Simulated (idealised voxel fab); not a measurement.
Documented hereafter: the process module known as voxel capacitor over wiring.
The figure presents cross-section cut, which has a width of 225 nm and is divided into square cells with an edge length of 5 nm.
Cross-section, as written here: a square-cell grid given band by band from the top down, where a band holds one or more rows of cells. This entry defines a band. It first specifies the height of the band's top and the height of its bottom in nm, and then specifies the band's materials from left to right, stating each material with its width in nm. The word "everywhere" identifies a single material that fills the band from edge to edge, while the word "air" identifies empty space. Note: height 0 marks the level under which the wafer is uniformly one material as received. Lowest band unbounded below, written "top 0, no bottom". Think of "30..40" as a width that walks from the first number to the second as you go down the band, top row to bottom row, taking equal-sized steps from row to row. "no change" -> step changed no cross-section cell. Enclosed internal cavities: empty space of 8 cells or more with no open way to the top, each as width x height at its distance from the left edge, in nm. Anything after a step's settings on that line? It's the simulator's own note about the step. You can add "overlay nm" to a step's line. For a step with a mask, it describes how far the mask lay to the right of its planned position, and a negative number describes a lay to the left.

The steps planned for the process are as follows:
1) op RECEIVE | material Si
2) op CONFORMAL_DEP | material SiO2 | thk nm 10
3) op DIRECTIONAL_DEP | material TiN | thk nm 5
4) op DIRECTIONAL_DEP | material W | thk nm 25
5) op DIRECTIONAL_DEP | material aC | thk nm 15
6) op PATTERN | tone cover | mask id METAL_1 | material resist | width nm 20 | pitch nm 90 | thk nm 30 | overlay nm 0
7) op DIRECTIONAL_ETCH | etch materials aC | depth nm 15
8) op STRIP | etch materials resist
9) op DIRECTIONAL_ETCH | etch materials W | depth nm 25
10) op DIRECTIONAL_ETCH | etch materials TiN | depth nm 5
11) op STRIP | etch materials aC
12) op FILL_DEP | material lowk | thk nm 5
13) op CMP | height nm 40
14) op CONFORMAL_DEP | material SiCN | thk nm 5
15) op DIRECTIONAL_DEP | material SiO2 | thk nm 15
16) op DIRECTIONAL_DEP | material aC | thk nm 15
17) op PATTERN | tone open | mask id PLUG_1 | material resist | width nm 15 | thk nm 35 | overlay nm 0
18) op DIRECTIONAL_ETCH | etch materials aC | depth nm 15
19) op STRIP | etch materials resist
20) op DIRECTIONAL_ETCH | etch materials SiO2 | depth nm 15
21) op DIRECTIONAL_ETCH | etch materials SiCN | depth nm 5
22) op STRIP | etch materials aC
23) op EPI | material Ru | thk nm 10
24) op EPI | material Ru | thk nm 10
25) op DIRECTIONAL_DEP | material TiN | thk nm 10
26) op DIRECTIONAL_DEP | material Al2O3 | thk nm 5
27) op DIRECTIONAL_DEP | material TiN | thk nm 5
28) op DIRECTIONAL_DEP | material aC | thk nm 15
29) op PATTERN | tone cover | mask id UPPER_PLATE | material resist | width nm 65 | thk nm 35 | overlay nm 0
30) op DIRECTIONAL_ETCH | etch materials aC | depth nm 15
31) op STRIP | etch materials resist
32) op DIRECTIONAL_ETCH | etch materials TiN | depth nm 5
33) op DIRECTIONAL_ETCH | etch materials Al2O3 | depth nm 5
34) op STRIP | etch materials aC
35) op PATTERN | tone cover | mask id LOWER_PLATE | material resist | width nm 85 | thk nm 15 | overlay nm 0
36) op DIRECTIONAL_ETCH | etch materials TiN | depth nm 10
37) op STRIP | etch materials resist
38) op FILL_DEP | material SiO2 | thk nm 15
39) op CMP | height nm 90
40) op MASKED_ETCH | tone open | mask id PLUG_2 | width nm 15 | etch materials SiO2 | depth nm 10 | overlay nm 0
41) op CONFORMAL_DEP | material TiN | thk nm 5
42) op FILL_DEP | material Ru | thk nm 5
43) op CMP | height nm 90
44) op CONFORMAL_DEP | material SiCN | thk nm 5
Wafers differ in width nm at step 29; plan lists the first wafer's value; identical starting state.

As-received state after step 1, first of several wafers, cross-section:
  top 0, no bottom: Si everywhere
  Enclosed internal cavities: none

Take any row and you have a wafer at the end of the module: how many cells of each material it has gained (+) or lost (-) since it was received, and then its closed voids:
width nm 65; +13 Al2O3; +13 Ru; +87 SiCN; +420 SiO2; +60 TiN; +40 W; +222 lowk; Enclosed internal cavities: none
width nm 70; +14 Al2O3; +13 Ru; +87 SiCN; +418 SiO2; +61 TiN; +40 W; +222 lowk; Enclosed internal cavities: none
width nm 75; +15 Al2O3; +13 Ru; +87 SiCN; +416 SiO2; +62 TiN; +40 W; +222 lowk; Enclosed internal cavities: none
width nm 80; +16 Al2O3; +13 Ru; +87 SiCN; +414 SiO2; +63 TiN; +40 W; +222 lowk; Enclosed internal cavities: none
width nm 85; +17 Al2O3; +13 Ru; +87 SiCN; +412 SiO2; +64 TiN; +40 W; +222 lowk; Enclosed internal cavities: none
width nm 90; +18 Al2O3; +13 Ru; +87 SiCN; +409 SiO2; +66 TiN; +40 W; +222 lowk; Enclosed internal cavities: none
